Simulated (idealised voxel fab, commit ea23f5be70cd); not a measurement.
A process module follows: voxel capacitor over wiring.
This is section cut - it's 190 nm across, gridded in 5 nm square cells.
When this document writes out a cross-section, it uses a grid of square cells and lists it as bands, beginning at the top and moving down, with a band standing for one or more rows of cells. Per band: top height and bottom height in nm, followed by the left-to-right materials and their widths in nm; "edge to edge" marks a single material spanning edge to edge, "empty" marks empty space. Heights are reckoned from 0. Under this level, the received wafer is all of one material. The bottommost band is open-ended downward, for example "0 -> down". Top row gets the first number, bottom row gets the second, and each row in between changes by the same step: that is how a band width like "30->40" works. For the purposes of this document, the phrase "nothing different" attached to a step denotes that no cell within the cross-section was modified by that step. Heads up: "Entrapped voids" only lists the empty pockets with no open path to the top that are 8 cells or more, and it writes them as width x height at distance, distance from the left edge, in nm. Whatever follows a step's settings on its line is a remark the simulator itself makes about that step. overlay nm: mask offset rightward from planned place, masked step; negative means leftward offset.
Process steps - plan
1,op RECEIVE | material Si
2,op CONFORMAL_DEP | material SiO2 | thk nm 10
3,op CONFORMAL_DEP | material SiN | thk nm 5
4,op DIRECTIONAL_DEP | material SiO2 | thk nm 15
5,op MASKED_ETCH | tone open | mask id METAL_1 | width nm 30 | pitch nm 80 | etch materials SiO2 | depth nm 15 | overlay nm 0
6,op MASKED_ETCH | tone open | mask id METAL_1 | width nm 30 | pitch nm 80 | etch materials SiN | depth nm 5 | overlay nm 0
7,op CONFORMAL_DEP | material TiN | thk nm 5
8,op FILL_DEP | material Ru | thk nm 10
9,op CMP | height nm 30
10,op EPI | material Ru | thk nm 5
11,op FILL_DEP | material SiCN | thk nm 5
12,op DIRECTIONAL_DEP | material SiO2 | thk nm 10
13,op PATTERN | tone open | mask id PLUG_1 | material resist | width nm 15 | thk nm 15 | overlay nm 0
14,op DIRECTIONAL_ETCH | etch materials SiO2 | depth nm 10
15,op DIRECTIONAL_ETCH | etch materials SiCN | depth nm 5
16,op STRIP | etch materials resist
17,op CONFORMAL_DEP | material TiN | thk nm 5
18,op FILL_DEP | material Cu | thk nm 10
19,op CMP | height nm 50
20,op DIRECTIONAL_DEP | material TiN | thk nm 5
21,op DIRECTIONAL_DEP | material HfO2 | thk nm 5
22,op DIRECTIONAL_DEP | material TiN | thk nm 5
23,op DIRECTIONAL_DEP | material aC | thk nm 10
24,op PATTERN | tone cover | mask id UPPER_PLATE | material resist | width nm 55 | thk nm 25 | overlay nm 0
25,op DIRECTIONAL_ETCH | etch materials aC | depth nm 10
26,op STRIP | etch materials resist
27,op DIRECTIONAL_ETCH | etch materials TiN | depth nm 5
28,op DIRECTIONAL_ETCH | etch materials HfO2 | depth nm 5
29,op STRIP | etch materials aC
30,op PATTERN | tone cover | mask id LOWER_PLATE | material resist | width nm 65 | thk nm 15 | overlay nm 0
31,op DIRECTIONAL_ETCH | etch materials TiN | depth nm 5
32,op STRIP | etch materials resist
33,op FILL_DEP | material SiO2 | thk nm 20
34,op CMP | height nm 80
35,op MASKED_ETCH | tone open | mask id PLUG_2 | width nm 15 | etch materials SiO2 | depth nm 15 | overlay nm 0
36,op CONFORMAL_DEP | material TiN | thk nm 5
37,op FILL_DEP | material W | thk nm 5
38,op CMP | height nm 80
39,op CONFORMAL_DEP | material SiN | thk nm 5
First of the two wafers, run per plan
The cross-section here shows the wafer as received, i.e. in its state after step 1
0 -> down: Si edge to edge
Entrapped voids: none
Wafer xsec, post step 2
10 -> 0: SiO2 edge to edge
Under 0: no change, same as before.
Wafer xsec, post step 3
15 -> 10: SiN edge to edge
Under 10: no change, same as before.
Wafer xsec, post step 4
30 -> 15: SiO2 edge to edge
Under 15: no change, same as before.
Wafer xsec, post step 5
30 -> 15: SiO2=40 / empty=30 / SiO2=50 / empty=30 / SiO2=40
Under 15: no change, same as before.
Wafer xsec, post step 6
30 -> 15: SiO2=40 / empty=30 / SiO2=50 / empty=30 / SiO2=40
15 -> 10: SiN=40 / empty=30 / SiN=50 / empty=30 / SiN=40
Under 10: no change, same as before.
Wafer xsec, post step 7
35 -> 30: TiN=45 / empty=20 / TiN=60 / empty=20 / TiN=45
30 -> 15: SiO2=40 / TiN=5 / empty=20 / TiN=5 / SiO2=50 / TiN=5 / empty=20 / TiN=5 / SiO2=40
15 -> 10: SiN=40 / TiN=30 / SiN=50 / TiN=30 / SiN=40
Under 10: no change, same as before.
Wafer xsec, post step 8
45 -> 35: Ru edge to edge
35 -> 30: TiN=45 / Ru=20 / TiN=60 / Ru=20 / TiN=45
30 -> 15: SiO2=40 / TiN=5 / Ru=20 / TiN=5 / SiO2=50 / TiN=5 / Ru=20 / TiN=5 / SiO2=40
Under 15: no change, same as before.
Wafer xsec, post step 9
30 -> 15: SiO2=40 / TiN=5 / Ru=20 / TiN=5 / SiO2=50 / TiN=5 / Ru=20 / TiN=5 / SiO2=40
Under 15: no change, same as before.
Wafer xsec, post step 10
35 -> 30: empty=35 / Ru=40 / empty=40 / Ru=40 / empty=35
Under 30: no change, same as before.
Wafer xsec, post step 11
40 -> 35: SiCN edge to edge
35 -> 30: SiCN=35 / Ru=40 / SiCN=40 / Ru=40 / SiCN=35
Under 30: no change, same as before.
Wafer xsec, post step 12
50 -> 40: SiO2 edge to edge
Under 40: no change, same as before.
Wafer xsec, post step 13
65 -> 50: resist=55 / empty=15 / resist=120
Under 50: no change, same as before.
Wafer xsec, post step 14
65 -> 50: resist=55 / empty=15 / resist=120
50 -> 40: SiO2=55 / empty=15 / SiO2=120
Under 40: no change, same as before.
Wafer xsec, post step 15
65 -> 50: resist=55 / empty=15 / resist=120
50 -> 40: SiO2=55 / empty=15 / SiO2=120
40 -> 35: SiCN=55 / empty=15 / SiCN=120
Under 35: no change, same as before.
Wafer xsec, post step 16
50 -> 40: SiO2=55 / empty=15 / SiO2=120
Under 40: no change, same as before.
Wafer xsec, post step 17
55 -> 50: TiN=60 / empty=5 / TiN=125
50 -> 40: SiO2=55 / TiN=5 / empty=5 / TiN=5 / SiO2=120
40 -> 35: SiCN=55 / TiN=15 / SiCN=120
Under 35: no change, same as before.
Wafer xsec, post step 18
65 -> 55: Cu edge to edge
55 -> 50: TiN=60 / Cu=5 / TiN=125
50 -> 40: SiO2=55 / TiN=5 / Cu=5 / TiN=5 / SiO2=120
Under 40: no change, same as before.
Wafer xsec, post step 19
50 -> 40: SiO2=55 / TiN=5 / Cu=5 / TiN=5 / SiO2=120
Under 40: no change, same as before.
Wafer xsec, post step 20
55 -> 50: TiN edge to edge
Under 50: no change, same as before.
Wafer xsec, post step 21
60 -> 55: HfO2 edge to edge
Under 55: no change, same as before.
Wafer xsec, post step 22
65 -> 60: TiN edge to edge
Under 60: no change, same as before.
Wafer xsec, post step 23
75 -> 65: aC edge to edge
Under 65: no change, same as before.
Wafer xsec, post step 24
100 -> 75: empty=55 / resist=55 / empty=80
Under 75: no change, same as before.
Wafer xsec, post step 25
90 -> 75: empty=55 / resist=55 / empty=80
75 -> 65: empty=55 / aC=55 / empty=80
Under 65: no change, same as before.
Wafer xsec, post step 26
75 -> 65: empty=55 / aC=55 / empty=80
Under 65: no change, same as before.
Wafer xsec, post step 27
75 -> 65: empty=55 / aC=55 / empty=80
65 -> 60: empty=55 / TiN=55 / empty=80
Under 60: no change, same as before.
Wafer xsec, post step 28
75 -> 65: empty=55 / aC=55 / empty=80
65 -> 60: empty=55 / TiN=55 / empty=80
60 -> 55: empty=55 / HfO2=55 / empty=80
Under 55: no change, same as before.
Wafer xsec, post step 29
65 -> 60: empty=55 / TiN=55 / empty=80
Under 60: no change, same as before.
Wafer xsec, post step 30
80 -> 65: empty=50 / resist=65 / empty=75
65 -> 60: empty=50 / resist=5 / TiN=55 / resist=5 / empty=75
60 -> 55: empty=50 / resist=5 / HfO2=55 / resist=5 / empty=75
Under 55: no change, same as before.
Wafer xsec, post step 31
80 -> 65: empty=50 / resist=65 / empty=75
65 -> 60: empty=50 / resist=5 / TiN=55 / resist=5 / empty=75
60 -> 55: empty=50 / resist=5 / HfO2=55 / resist=5 / empty=75
55 -> 50: empty=50 / TiN=65 / empty=75
Under 50: no change, same as before.
Wafer xsec, post step 32
65 -> 60: empty=55 / TiN=55 / empty=80
60 -> 55: empty=55 / HfO2=55 / empty=80
Under 55: no change, same as before.
Wafer xsec, post step 33
85 -> 65: SiO2 edge to edge
65 -> 60: SiO2=55 / TiN=55 / SiO2=80
60 -> 55: SiO2=55 / HfO2=55 / SiO2=80
55 -> 50: SiO2=50 / TiN=65 / SiO2=75
Under 50: no change, same as before.
Wafer xsec, post step 34
80 -> 65: SiO2 edge to edge
Under 65: no change, same as before.
Wafer xsec, post step 35
80 -> 65: SiO2=65 / empty=15 / SiO2=110
Under 65: no change, same as before.
Wafer xsec, post step 36
85 -> 80: TiN=70 / empty=5 / TiN=115
80 -> 70: SiO2=65 / TiN=5 / empty=5 / TiN=5 / SiO2=110
70 -> 60: SiO2=65->55 / TiN=15->55 / SiO2=110->80
Under 60: no change, same as before.
Wafer xsec, post step 37
90 -> 85: W edge to edge
85 -> 80: TiN=70 / W=5 / TiN=115
80 -> 70: SiO2=65 / TiN=5 / W=5 / TiN=5 / SiO2=110
Under 70: no change, same as before.
Wafer xsec, post step 38
80 -> 70: SiO2=65 / TiN=5 / W=5 / TiN=5 / SiO2=110
Under 70: no change, same as before.
Wafer xsec, post step 39
85 -> 80: SiN edge to edge
Under 80: no change, same as before.
The Second Wafer: Common Origin and Plan, One Mistake in Execution, Identical to the First Through Step 23
Second wafer at the planned finish of step 24, seen in cross-section
100 -> 75: resist=55 / empty=55 / resist=80
Under 75: no change, same as before.
Second wafer at the planned finish of step 25, seen in cross-section
90 -> 75: resist=55 / empty=55 / resist=80
75 -> 65: aC=55 / empty=55 / aC=80
Under 65: no change, same as before.
Second wafer at the planned finish of step 26, seen in cross-section
75 -> 65: aC=55 / empty=55 / aC=80
Under 65: no change, same as before.
Second wafer at the planned finish of step 27, seen in cross-section
75 -> 65: aC=55 / empty=55 / aC=80
65 -> 60: TiN=55 / empty=55 / TiN=80
Under 60: no change, same as before.
Second wafer at the planned finish of step 28, seen in cross-section
75 -> 65: aC=55 / empty=55 / aC=80
65 -> 60: TiN=55 / empty=55 / TiN=80
60 -> 55: HfO2=55 / empty=55 / HfO2=80
Under 55: no change, same as before.
Second wafer at the planned finish of step 29, seen in cross-section
65 -> 60: TiN=55 / empty=55 / TiN=80
Under 60: no change, same as before.
Second wafer at the planned finish of step 30, seen in cross-section
80 -> 65: empty=50 / resist=65 / empty=75
65 -> 60: TiN=55 / resist=55 / TiN=80
60 -> 55: HfO2=55 / resist=55 / HfO2=80
Under 55: no change, same as before.
Second wafer at the planned finish of step 31, seen in cross-section
80 -> 65: empty=50 / resist=65 / empty=75
65 -> 60: empty=50 / TiN=5 / resist=55 / TiN=5 / empty=75
Under 60: no change, same as before.
Second wafer at the planned finish of step 32, seen in cross-section
65 -> 60: empty=50 / TiN=5 / empty=55 / TiN=5 / empty=75
60 -> 55: HfO2=55 / empty=55 / HfO2=80
Under 55: no change, same as before.
Second wafer at the planned finish of step 33, seen in cross-section
85 -> 65: SiO2 edge to edge
65 -> 60: SiO2=50 / TiN=5 / SiO2=55 / TiN=5 / SiO2=75
60 -> 55: HfO2=55 / SiO2=55 / HfO2=80
Under 55: no change, same as before.
Second wafer at the planned finish of step 34, seen in cross-section
80 -> 65: SiO2 edge to edge
Under 65: no change, same as before.
Second wafer at the planned finish of step 35, seen in cross-section
80 -> 65: SiO2=65 / empty=15 / SiO2=110
Under 65: no change, same as before.
Second wafer at the planned finish of step 36, seen in cross-section
85 -> 80: TiN=70 / empty=5 / TiN=115
80 -> 70: SiO2=65 / TiN=5 / empty=5 / TiN=5 / SiO2=110
70 -> 65: SiO2=65 / TiN=15 / SiO2=110
Under 65: no change, same as before.
Second wafer at the planned finish of step 37, seen in cross-section
90 -> 85: W edge to edge
85 -> 80: TiN=70 / W=5 / TiN=115
80 -> 70: SiO2=65 / TiN=5 / W=5 / TiN=5 / SiO2=110
Under 70: no change, same as before.
Second wafer at the planned finish of step 38, seen in cross-section
80 -> 70: SiO2=65 / TiN=5 / W=5 / TiN=5 / SiO2=110
Under 70: no change, same as before.
Second wafer at the planned finish of step 39, seen in cross-section
85 -> 80: SiN edge to edge
Under 80: no change, same as before.
Want to know what went wrong? step 24 was run on a setting that differed from the plan, and what really ran there is op PATTERN | tone open | mask id UPPER_PLATE | material resist | width nm 55 | thk nm 25 | overlay nm 0
Final comparison by cell count, materials where the second wafer has more or fewer than the first: +16 HfO2 | -32 SiO2 | +16 TiN
